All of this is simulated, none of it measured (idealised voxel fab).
Title: Process Module voxel gate over fins
We display cut, a cross-section 165 nm in width whose square cells are each 5 nm.
Cross-sections here: square-cell grids, written as top-down lists of bands, a band being one or more rows of cells.
Band entry format. Leading values: height of top, height of bottom, nm. Remainder: materials in left-to-right order, each with its width in nm. Special words: "everywhere" on a single material, which then fills the band edge to edge; "air", empty space.
The reference from which all heights are counted is 0, the level beneath which the as-received wafer is entirely one material; the lowest band, having no lower bound, proceeds downward and is written after the example "0 -> down".
The notation "30->40" denotes a width that varies across the rows of cells in the band, beginning at the first number in the top row, finishing at the second number in the bottom row, and changing by an identical amount from each row to the next.
It should be understood that the words "identical to before", when stated for a given step, signify that the cross-section underwent no change in any of its cells during that step.
Entry "Voids, enclosed" = empty spaces >= 8 cells with no open way to the top; each as width x height at distance, distance from left edge, all nm.
Post-settings text on a step line: simulator's own remark regarding the step.
Regarding "overlay nm": on a step with a mask, it is the distance the mask lay to the right of its planned place; a negative value places it to the left.
## These are the steps we planned for the process
1,RECEIVE, material Si
2,CONFORMAL_DEP, material SiN, thk nm 5
3,PATTERN, tone cover, mask id FINS, material resist, width nm 15, pitch nm 60, thk nm 20, overlay nm 0
4,DIRECTIONAL_ETCH, etch materials SiN, depth nm 5
5,DIRECTIONAL_ETCH, etch materials Si, depth nm 30
6,STRIP, etch materials resist
7,OXIDIZE, depth nm 5
8,FILL_DEP, material SiO2, thk nm 5
9,CMP, height nm 5
10,MASKED_ETCH, tone open, mask id RAIL, width nm 15, etch materials SiO2, depth nm 30, overlay nm 0
11,CONFORMAL_DEP, material TiN, thk nm 5
12,FILL_DEP, material W, thk nm 10
13,CMP, height nm 5
14,SELECTIVE_ETCH, etch materials W Ru TiN, depth nm 15
15,FILL_DEP, material SiO2, thk nm 5
16,CMP, height nm 5
17,SELECTIVE_ETCH, etch materials SiO2, depth nm 20
18,STRIP, etch materials SiN
19,CONFORMAL_DEP, material HfO2, thk nm 5
20,CONFORMAL_DEP, material TiN, thk nm 5
21,FILL_DEP, material W, thk nm 15
22,CMP, height nm 20
23,CONFORMAL_DEP, material SiN, thk nm 10
Where the wafers of this document differ is in the depth nm of step 14; they start out the same, and the plan states the value that applied to the first wafer.
## Received wafers, first of several: cross-section after step 1
* 0 -> down = Si everywhere
* Voids, enclosed: none
## Per wafer (row), end of module: delta in cells per material since receipt, (+) for gained, (-) for lost; closed voids after that
depth nm 15, +53 HfO2, -210 Si, +66 SiN, +114 SiO2, +60 TiN, +115 W, Voids, enclosed: none
depth nm 20, +51 HfO2, -210 Si, +66 SiN, +114 SiO2, +56 TiN, +121 W, Voids, enclosed: none
depth nm 25, +51 HfO2, -210 Si, +66 SiN, +117 SiO2, +54 TiN, +120 W, Voids, enclosed: none
depth nm 30, +51 HfO2, -210 Si, +66 SiN, +120 SiO2, +51 TiN, +120 W, Voids, enclosed: none
depth nm 35, +51 HfO2, -210 Si, +66 SiN, +120 SiO2, +51 TiN, +120 W, Voids, enclosed: none
depth nm 40, +51 HfO2, -210 Si, +66 SiN, +120 SiO2, +51 TiN, +120 W, Voids, enclosed: none
